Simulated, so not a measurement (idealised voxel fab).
The process module that follows is named voxel self aligned contacts.
For reference, the cross-section in this document is cut, with width 225 nm and square cells of 5 nm.
When this document writes out a cross-section, it uses a grid of square cells and lists it as bands, beginning at the top and moving down, with a band standing for one or more rows of cells. For a band, the entry starts with two heights in nm, that of the top and then that of the bottom, and carries on with the band's materials in order from left to right, each alongside its width in nm; the word "edge to edge" beside a single material means it fills the band edge to edge, and "air" means empty space. Height reference: 0 = level under which incoming wafer is all one material. Lowest band: no bottom, runs on downward, e.g. "0 down". Width spec "30..40" -> top row of cells at first value, bottom row at second value, equal per-row change in between. Reading "nothing altered" for a step: not a cell of the cross-section changed in it. Closed-off voids of 8+ cells (no open route to the top) go in "Unvented internal voids", written width x height at distance from the left edge, in nm. Whatever follows a step's settings on its line is a remark the simulator itself makes about that step. The optional step-line setting "overlay nm" applies to steps with a mask and quantifies how far to the right of its planned location the mask lay, a negative value indicating leftward placement.

The process steps that were planned are listed below
1: RECEIVE,material Si
2: CONFORMAL_DEP,material SiO2,thk nm 5
3: DIRECTIONAL_DEP,material polySi,thk nm 20
4: DIRECTIONAL_DEP,material SiN,thk nm 10
5: PATTERN,tone cover,mask id GATE,material resist,width nm 35,pitch nm 65,thk nm 15,overlay nm 0
6: DIRECTIONAL_ETCH,etch materials SiN,depth nm 20
7: DIRECTIONAL_ETCH,etch materials polySi,depth nm 20
8: STRIP,etch materials resist
9: CONFORMAL_DEP,material SiN,thk nm 5
10: DIRECTIONAL_ETCH,etch materials SiN,depth nm 5
11: FILL_DEP,material SiO2,thk nm 15
12: CMP,height nm 50
13: PATTERN,tone open,mask id CONTACT,material resist,width nm 40,thk nm 15,overlay nm 0
14: DIRECTIONAL_ETCH,etch materials SiO2,depth nm 50
15: STRIP,etch materials resist
16: CONFORMAL_DEP,material TiN,thk nm 5
17: FILL_DEP,material Ru,thk nm 10
18: CMP,height nm 50
19: CONFORMAL_DEP,material SiCN,thk nm 5
Be aware that, although all wafers share a common starting state, the thk nm at step 4 differs among them, and the plan displays the first wafer's value.

Cross-section of the first incoming wafer of several, state after step 1
    0 down = Si edge to edge
    Unvented internal voids: none

Last step of the module is step 19; after it, the first of several wafers in cross-section
    55 to 50 = SiCN edge to edge
    50 to 40 = 90 of SiO2 | 5 of TiN | 30 of Ru | 5 of TiN | 95 of SiO2
    40 to 35 = 90 of SiO2 | 15 of TiN | 10 of Ru | 15 of TiN | 95 of SiO2
    35 to 25 = 55 of SiO2 | 45 of SiN | 5 of TiN | 10 of Ru | 5 of TiN | 45 of SiN | 60 of SiO2
    25 to 5 = 55 of SiO2 | 5 of SiN | 35 of polySi | 5 of SiN | 5 of TiN | 10 of Ru | 5 of TiN | 5 of SiN | 35 of polySi | 5 of SiN | 60 of SiO2
    5 to 0 = 100 of SiO2 | 20 of TiN | 105 of SiO2
    0 down = Si edge to edge
    Unvented internal voids: none

X-section, last wafer, module end
    55 to 50 = SiCN edge to edge
    50 to 45 = 55 of SiO2 | 45 of SiN | 5 of TiN | 10 of Ru | 5 of TiN | 45 of SiN | 60 of SiO2
    45 to 40 = 55 of SiO2 | 45 of SiN | 20 of TiN | 45 of SiN | 60 of SiO2
    40 to 25 = SiN edge to edge
    25 to 5 = polySi edge to edge
    5 to 0 = SiO2 edge to edge
    0 down = Si edge to edge
    Unvented internal voids: none

Below is a per-wafer table. In it, each row describes the wafer at the end of the module by giving, for each material, the number of cells gained (+) or lost (-) since the wafer was received, and after that the closed voids of the wafer
thk nm 10; +26 Ru; +45 SiCN; +52 SiN; +290 SiO2; +26 TiN; +56 polySi; Unvented internal voids: none
thk nm 15; +22 Ru; +45 SiCN; +70 SiN; +276 SiO2; +26 TiN; +56 polySi; Unvented internal voids: none
thk nm 20; +18 Ru; +45 SiCN; +88 SiN; +262 SiO2; +26 TiN; +56 polySi; Unvented internal voids: none
thk nm 25; +6 Ru; +45 SiCN; +117 SiN; +137 SiO2; +10 TiN; +180 polySi; Unvented internal voids: none
thk nm 30; +4 Ru; +45 SiCN; +144 SiN; +114 SiO2; +8 TiN; +180 polySi; Unvented internal voids: none
thk nm 35; +2 Ru; +45 SiCN; +171 SiN; +91 SiO2; +6 TiN; +180 polySi; Unvented internal voids: none
